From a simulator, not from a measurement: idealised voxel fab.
You're looking at the process module voxel transistor to metal.
FYI the section here is cut, 295 nm wide, cells are 5 nm squares.
In what follows, cross-sections appear as grids of square cells, described through bands that run from the top down, where every band is one or more rows of cells.
Quick guide to a band line: top height, bottom height (nm) up front; then every material left to right with its width in nm. Only one material and it's marked "throughout"? Then it fills the band edge to edge. And "blank" just means empty space.
Height 0 is the level under which the wafer as received is all one material. The lowest band goes on downwards, as in "0 -> down".
When a width is written as two numbers, as in "30->40", the first number is the width in the top row of cells of the band and the second is the width in its bottom row, and the width changes by the same amount from each row to the next.
Step marked "nothing changed"? Then no cell in the cross-section changed in it.
"Enclosed empty spaces" enumerates empty spaces isolated from the top, with no open way to it, that contain at least 8 cells, giving each as width x height at distance from the left edge, all three in nm.
Formally, on a step line, whatever follows the settings is a remark that the simulator itself makes on the step.
overlay nm: on a step with a mask, how far right of its planned place the mask lay; negative means left.
Here's what the planned process steps look like:
1. RECEIVE: material Si
2. CONFORMAL_DEP: material SiO2, thk nm 5
3. CONFORMAL_DEP: material SiN, thk nm 10
4. PATTERN: tone cover, mask id ACTIVE, material resist, width nm 110, pitch nm 140, thk nm 20, overlay nm 0
5. DIRECTIONAL_ETCH: etch materials SiN, depth nm 10
6. DIRECTIONAL_ETCH: etch materials SiO2, depth nm 5
7. DIRECTIONAL_ETCH: etch materials Si, depth nm 35
8. STRIP: etch materials resist
9. FILL_DEP: material SiO2, thk nm 10
10. CMP: height nm 15
11. SELECTIVE_ETCH: etch materials SiO2, depth nm 5
12. STRIP: etch materials SiN
13. SELECTIVE_ETCH: etch materials SiO2, depth nm 5
14. OXIDIZE: depth nm 5
15. DIRECTIONAL_DEP: material polySi, thk nm 25
16. DIRECTIONAL_DEP: material SiCN, thk nm 15
17. PATTERN: tone cover, mask id GATE, material resist, width nm 30, pitch nm 140, thk nm 20, overlay nm 0
18. DIRECTIONAL_ETCH: etch materials SiCN, depth nm 25
19. DIRECTIONAL_ETCH: etch materials polySi, depth nm 35
20. STRIP: etch materials resist
21. CONFORMAL_DEP: material SiO2, thk nm 5
22. DIRECTIONAL_ETCH: etch materials SiO2, depth nm 5
23. CONFORMAL_DEP: material SiN, thk nm 10
24. DIRECTIONAL_ETCH: etch materials SiN, depth nm 10
25. DIRECTIONAL_ETCH: etch materials SiO2, depth nm 5
26. DIRECTIONAL_ETCH: etch materials Si, depth nm 10
27. EPI: material nSi, thk nm 10
28. FILL_DEP: material SiO2, thk nm 10
29. CMP: height nm 25
30. STRIP: etch materials polySi
31. SELECTIVE_ETCH: etch materials SiO2, depth nm 5
32. CONFORMAL_DEP: material HfO2, thk nm 5
33. CONFORMAL_DEP: material TiN, thk nm 5
34. FILL_DEP: material W, thk nm 10
35. CMP: height nm 20
36. DIRECTIONAL_DEP: material SiO2, thk nm 15
37. PATTERN: tone open, mask id CONTACT, material resist, width nm 15, thk nm 15, overlay nm 0
38. DIRECTIONAL_ETCH: etch materials SiO2, depth nm 30
39. STRIP: etch materials resist
40. CONFORMAL_DEP: material TiN, thk nm 5
41. FILL_DEP: material W, thk nm 5
42. CMP: height nm 35
43. DIRECTIONAL_DEP: material TiN, thk nm 5
44. DIRECTIONAL_DEP: material W, thk nm 20
45. DIRECTIONAL_DEP: material aC, thk nm 10
46. PATTERN: tone cover, mask id METAL_1, material resist, width nm 15, thk nm 25, overlay nm 0
47. DIRECTIONAL_ETCH: etch materials aC, depth nm 10
48. STRIP: etch materials resist
49. DIRECTIONAL_ETCH: etch materials W, depth nm 20
50. DIRECTIONAL_ETCH: etch materials TiN, depth nm 5
51. STRIP: etch materials aC
52. FILL_DEP: material lowk, thk nm 10
53. CMP: height nm 60
54. CONFORMAL_DEP: material SiCN, thk nm 5
55. DIRECTIONAL_DEP: material lowk, thk nm 35
56. MASKED_ETCH: tone open, mask id METAL_2, width nm 15, pitch nm 140, etch materials lowk, depth nm 20, overlay nm 0
57. PATTERN: tone open, mask id METAL_2_HOLES, material resist, width nm 15, pitch nm 140, thk nm 20, overlay nm 0
58. DIRECTIONAL_ETCH: etch materials lowk, depth nm 15
59. DIRECTIONAL_ETCH: etch materials SiCN, depth nm 5
60. STRIP: etch materials resist
61. CONFORMAL_DEP: material TiN, thk nm 5
62. FILL_DEP: material Ru, thk nm 5
63. CMP: height nm 100
64. CONFORMAL_DEP: material SiCN, thk nm 5
Incoming wafer in cross-section (state: after step 1):
	0 -> down  Si throughout
	Enclosed empty spaces: none
The cross-section shown corresponds to the wafer at the conclusion of the module. The initial structure and the process plan are those presented above; however, one mistake occurred in executing the plan:
	105 -> 100  SiCN throughout
	100 -> 65  lowk=25; TiN=5; Ru=5; TiN=5; lowk=125; TiN=5; Ru=5; TiN=5; lowk=115
	65 -> 60  SiCN=25; TiN=15; SiCN=125; TiN=15; SiCN=115
	60 -> 40  lowk=25; W=15; lowk=70; W=15; lowk=40; W=15; lowk=70; W=15; lowk=30
	40 -> 35  lowk=25; TiN=15; lowk=70; TiN=15; lowk=40; TiN=15; lowk=70; TiN=15; lowk=30
	35 -> 20  SiO2=25; TiN=5; W=5; TiN=5; SiO2=70; TiN=5; W=5; TiN=5; SiO2=40; TiN=5; W=5; TiN=5; SiO2=70; TiN=5; W=5; TiN=5; SiO2=30
	20 -> 10  SiO2=25; TiN=5; W=5; TiN=5; SiO2=15; HfO2=5; TiN=5; W=20; TiN=5; HfO2=5; SiO2=15; TiN=5; W=5; TiN=5; SiO2=40; TiN=5; W=5; TiN=5; SiO2=15; HfO2=5; TiN=5; W=20; TiN=5; HfO2=5; SiO2=15; TiN=5; W=5; TiN=5; SiO2=30
	10 -> 5  SiO2=25; TiN=15; SiO2=15; HfO2=5; TiN=5; W=20; TiN=5; HfO2=5; SiO2=15; TiN=15; SiO2=40; TiN=15; SiO2=15; HfO2=5; TiN=5; W=20; TiN=5; HfO2=5; SiO2=15; TiN=15; SiO2=30
	5 -> 0  SiO2=45; nSi=10; HfO2=5; TiN=30; HfO2=5; nSi=10; SiO2=80; nSi=10; HfO2=5; TiN=30; HfO2=5; nSi=10; SiO2=50
	0 -> -5  SiO2=45; nSi=10; HfO2=40; nSi=10; SiO2=80; nSi=10; HfO2=40; nSi=10; SiO2=50
	-5 -> -15  SiO2=20; nSi=35; Si=40; nSi=35; SiO2=30; nSi=35; Si=40; nSi=35; SiO2=25
	-15 -> -35  SiO2=20; Si=110; SiO2=30; Si=110; SiO2=25
	-35 -> down  Si throughout
	Enclosed empty spaces: none
Here's what went sideways: no execution of plan step 23; skipped
